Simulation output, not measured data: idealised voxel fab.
The name of this process module is voxel self aligned vias.
280 nm wide, 5 nm square cells: that's cross-section cut.
Cross-section layout: square cells on a grid; listed as bands, top to bottom; a band spans one or more cell rows. Band: top height; bottom height; in nm. Then, left to right: material with width in nm, for each material. "edge to edge": a single material spanning edge to edge. "air": empty space. Below 0: as-received wafer, all one material; heights counted from there. Lowest band: no bottom, goes on down, written "0 and below". A width given as "30 to 40" starts at the first number in the band's top row and ends at the second number in its bottom row, shifting by an equal amount at every step from row to row. "nothing different" after a step means that no cell of the cross-section changed. This entry, "Fully enclosed voids", enumerates those empty regions of no fewer than 8 cells that possess no open connection to the top. Each region is reported in the form width x height at distance, the distance being taken from the left edge, with all three quantities expressed in nm. Text after the settings on a step's line: the simulator's own remark on that step. "overlay nm" answers the question of how far to the right of plan the mask lay on a step that has a mask, and when it is negative the answer is to the left.
### This section lists the process steps that were planned
1: RECEIVE (material Si)
2: CONFORMAL_DEP (material SiO2; thk nm 10)
3: CONFORMAL_DEP (material SiCN; thk nm 5)
4: DIRECTIONAL_DEP (material lowk; thk nm 20)
5: DIRECTIONAL_DEP (material aC; thk nm 10)
6: PATTERN (tone open; mask id LINES; material resist; width nm 25; pitch nm 70; thk nm 25; overlay nm 0)
7: DIRECTIONAL_ETCH (etch materials aC; depth nm 10)
8: STRIP (etch materials resist)
9: DIRECTIONAL_ETCH (etch materials lowk; depth nm 20)
10: STRIP (etch materials aC)
11: CONFORMAL_DEP (material TiN; thk nm 5)
12: FILL_DEP (material Ru; thk nm 10)
13: CMP (height nm 35)
14: SELECTIVE_ETCH (etch materials W Ru TiN; depth nm 10)
15: FILL_DEP (material SiN; thk nm 10)
16: CMP (height nm 35)
17: DIRECTIONAL_DEP (material lowk; thk nm 15)
18: DIRECTIONAL_DEP (material aC; thk nm 15)
19: PATTERN (tone open; mask id VIAS; material resist; width nm 45; pitch nm 70; thk nm 30; overlay nm -15)
20: DIRECTIONAL_ETCH (etch materials aC; depth nm 15)
21: STRIP (etch materials resist)
22: DIRECTIONAL_ETCH (etch materials lowk; depth nm 15)
23: DIRECTIONAL_ETCH (etch materials SiN; depth nm 10)
24: STRIP (etch materials aC)
25: CONFORMAL_DEP (material TiN; thk nm 5)
26: FILL_DEP (material W; thk nm 10)
27: CMP (height nm 50)
28: CONFORMAL_DEP (material SiCN; thk nm 5)
Among the wafers covered here, the point of difference is the overlay nm at step 19; their starting state is shared, and the plan presents the value of the first wafer.
### Cross-section, first of several wafers, as delivered after step 1
* 0 and below = Si edge to edge
* Fully enclosed voids: none
### Here is the cross-section of the first of several wafers at the end of the module, after its last step, step 28
* 55 down to 50 = SiCN edge to edge
* 50 down to 40 = 30 lowk, 5 TiN, 35 W, 5 TiN, 25 lowk, 5 TiN, 35 W, 5 TiN, 25 lowk, 5 TiN, 35 W, 5 TiN, 65 lowk
* 40 down to 35 = 30 lowk, 30 TiN, 10 W, 5 TiN, 25 lowk, 30 TiN, 10 W, 5 TiN, 25 lowk, 30 TiN, 10 W, 5 TiN, 65 lowk
* 35 down to 30 = 55 lowk, 5 TiN, 10 W, 5 TiN, 5 SiN, 45 lowk, 5 TiN, 10 W, 5 TiN, 5 SiN, 45 lowk, 5 TiN, 10 W, 5 TiN, 5 SiN, 60 lowk
* 30 down to 25 = 55 lowk, 20 TiN, 5 SiN, 45 lowk, 20 TiN, 5 SiN, 45 lowk, 20 TiN, 5 SiN, 60 lowk
* 25 down to 20 = 55 lowk, 5 TiN, 15 Ru, 5 TiN, 45 lowk, 5 TiN, 15 Ru, 5 TiN, 45 lowk, 5 TiN, 15 Ru, 5 TiN, 60 lowk
* 20 down to 15 = 55 lowk, 25 TiN, 45 lowk, 25 TiN, 45 lowk, 25 TiN, 60 lowk
* 15 down to 10 = SiCN edge to edge
* 10 down to 0 = SiO2 edge to edge
* 0 and below = Si edge to edge
* Fully enclosed voids: none
### Last-wafer cross-section at the end of the module
* 55 down to 50 = SiCN edge to edge
* 50 down to 40 = 60 lowk, 5 TiN, 35 W, 5 TiN, 25 lowk, 5 TiN, 35 W, 5 TiN, 25 lowk, 5 TiN, 35 W, 5 TiN, 35 lowk
* 40 down to 35 = 60 lowk, 5 TiN, 10 W, 30 TiN, 25 lowk, 5 TiN, 10 W, 30 TiN, 25 lowk, 5 TiN, 10 W, 30 TiN, 35 lowk
* 35 down to 30 = 55 lowk, 5 SiN, 5 TiN, 10 W, 5 TiN, 45 lowk, 5 SiN, 5 TiN, 10 W, 5 TiN, 45 lowk, 5 SiN, 5 TiN, 10 W, 5 TiN, 60 lowk
* 30 down to 25 = 55 lowk, 5 SiN, 20 TiN, 45 lowk, 5 SiN, 20 TiN, 45 lowk, 5 SiN, 20 TiN, 60 lowk
* 25 down to 20 = 55 lowk, 5 TiN, 15 Ru, 5 TiN, 45 lowk, 5 TiN, 15 Ru, 5 TiN, 45 lowk, 5 TiN, 15 Ru, 5 TiN, 60 lowk
* 20 down to 15 = 55 lowk, 25 TiN, 45 lowk, 25 TiN, 45 lowk, 25 TiN, 60 lowk
* 15 down to 10 = SiCN edge to edge
* 10 down to 0 = SiO2 edge to edge
* 0 and below = Si edge to edge
* Fully enclosed voids: none
### What follows is a table in which each wafer occupies a row; for the wafer as it stands at the close of the module, the row states, material by material, how many cells have been gained (+) or lost (-) since receipt, and then gives its closed voids
overlay nm -15; +9 Ru; +112 SiCN; +6 SiN; +112 SiO2; +72 TiN; +54 W; +251 lowk; Fully enclosed voids: none
overlay nm -10; +9 Ru; +112 SiCN; +112 SiO2; +72 TiN; +60 W; +251 lowk; Fully enclosed voids: none
overlay nm -5; +9 Ru; +112 SiCN; +112 SiO2; +72 TiN; +60 W; +251 lowk; Fully enclosed voids: none
overlay nm 0; +9 Ru; +112 SiCN; +112 SiO2; +72 TiN; +60 W; +251 lowk; Fully enclosed voids: none
overlay nm 5; +9 Ru; +112 SiCN; +112 SiO2; +72 TiN; +60 W; +251 lowk; Fully enclosed voids: none
overlay nm 10; +9 Ru; +112 SiCN; +112 SiO2; +72 TiN; +60 W; +251 lowk; Fully enclosed voids: none
overlay nm 15; +9 Ru; +112 SiCN; +6 SiN; +112 SiO2; +72 TiN; +54 W; +251 lowk; Fully enclosed voids: none
